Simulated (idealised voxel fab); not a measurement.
Documented hereafter: the process module known as voxel tone inversion.
The figure presents cross-section cut, which has a width of 270 nm and is divided into square cells with an edge length of 5 nm.
For the purposes of this document, a cross-section shall be understood as a grid of square cells, specified as bands listed in top-to-bottom order, each band consisting of one or more rows of cells. The entry gives the band's vertical extent as a top height and a bottom height in nm, then its horizontal make-up as materials from left to right, each with a width in nm. "empty" stands for empty space; a single material marked "throughout" fills the band edge to edge. All heights in this document are referenced to 0, defined as the level beneath which the wafer, as received, consists entirely of one material. The lowest band is not bounded below; it extends indefinitely downward and is written in the form "top 0, no bottom". A width such as "30->40" changes by the same amount from each row of cells to the next, from the band's top row to its bottom row. Where a step carries "same as before", the cross-section came out of it unchanged, cell for cell. Each empty space that has no open way to the top and spans at least 8 cells appears under "Closed void entries" as width x height at distance, the distance counted from the left edge, all in nm. Post-settings text on a step line: simulator's own remark regarding the step. overlay nm: step with mask; distance mask lay right of planned place; negative value = left of planned place.
Process steps foreseen in the plan
1 RECEIVE,material Si
2 CONFORMAL_DEP,material SiN,thk nm 10
3 DIRECTIONAL_DEP,material polySi,thk nm 15
4 PATTERN,tone cover,mask id POSTS,material resist,width nm 20,pitch nm 40,thk nm 25,overlay nm 0
5 DIRECTIONAL_ETCH,etch materials polySi,depth nm 15
6 STRIP,etch materials resist
7 FILL_DEP,material lowk,thk nm 5
8 CMP,height nm 25
9 STRIP,etch materials polySi
10 CONFORMAL_DEP,material TiN,thk nm 5
11 FILL_DEP,material Ru,thk nm 10
12 CMP,height nm 25
13 CONFORMAL_DEP,material SiCN,thk nm 5
As-received wafer cross-section (after step 1)
* top 0, no bottom: Si throughout
* Closed void entries: none
Cross-sectional view of the first of the two wafers upon completion of the module, processed in accordance with the plan
* top 30, bottom 25: SiCN throughout
* top 25, bottom 15: lowk: 85 | TiN: 5 | Ru: 10 | TiN: 5 | lowk: 20 | TiN: 5 | Ru: 10 | TiN: 5 | lowk: 20 | TiN: 5 | Ru: 10 | TiN: 5 | lowk: 85
* top 15, bottom 10: lowk: 85 | TiN: 20 | lowk: 20 | TiN: 20 | lowk: 20 | TiN: 20 | lowk: 85
* top 10, bottom 0: SiN throughout
* top 0, no bottom: Si throughout
* Closed void entries: none
Second wafer of the two, sectioned at the end of the module. It began like the first and followed the same plan, but one mistake was made while running it
* top 30, bottom 25: SiCN throughout
* top 25, bottom 15: lowk: 95 | TiN: 5 | Ru: 10 | TiN: 5 | lowk: 20 | TiN: 5 | Ru: 10 | TiN: 5 | lowk: 20 | TiN: 5 | Ru: 10 | TiN: 5 | lowk: 75
* top 15, bottom 10: lowk: 95 | TiN: 20 | lowk: 20 | TiN: 20 | lowk: 20 | TiN: 20 | lowk: 75
* top 10, bottom 0: SiN throughout
* top 0, no bottom: Si throughout
* Closed void entries: none
Deviation noted in wafer processing: in deviation from the planned setting, step 4 was conducted as PATTERN,tone cover,mask id POSTS,material resist,width nm 20,pitch nm 40,thk nm 25,overlay nm 10
at the end the second wafer has, in cells: as many of each material as the first, in other places
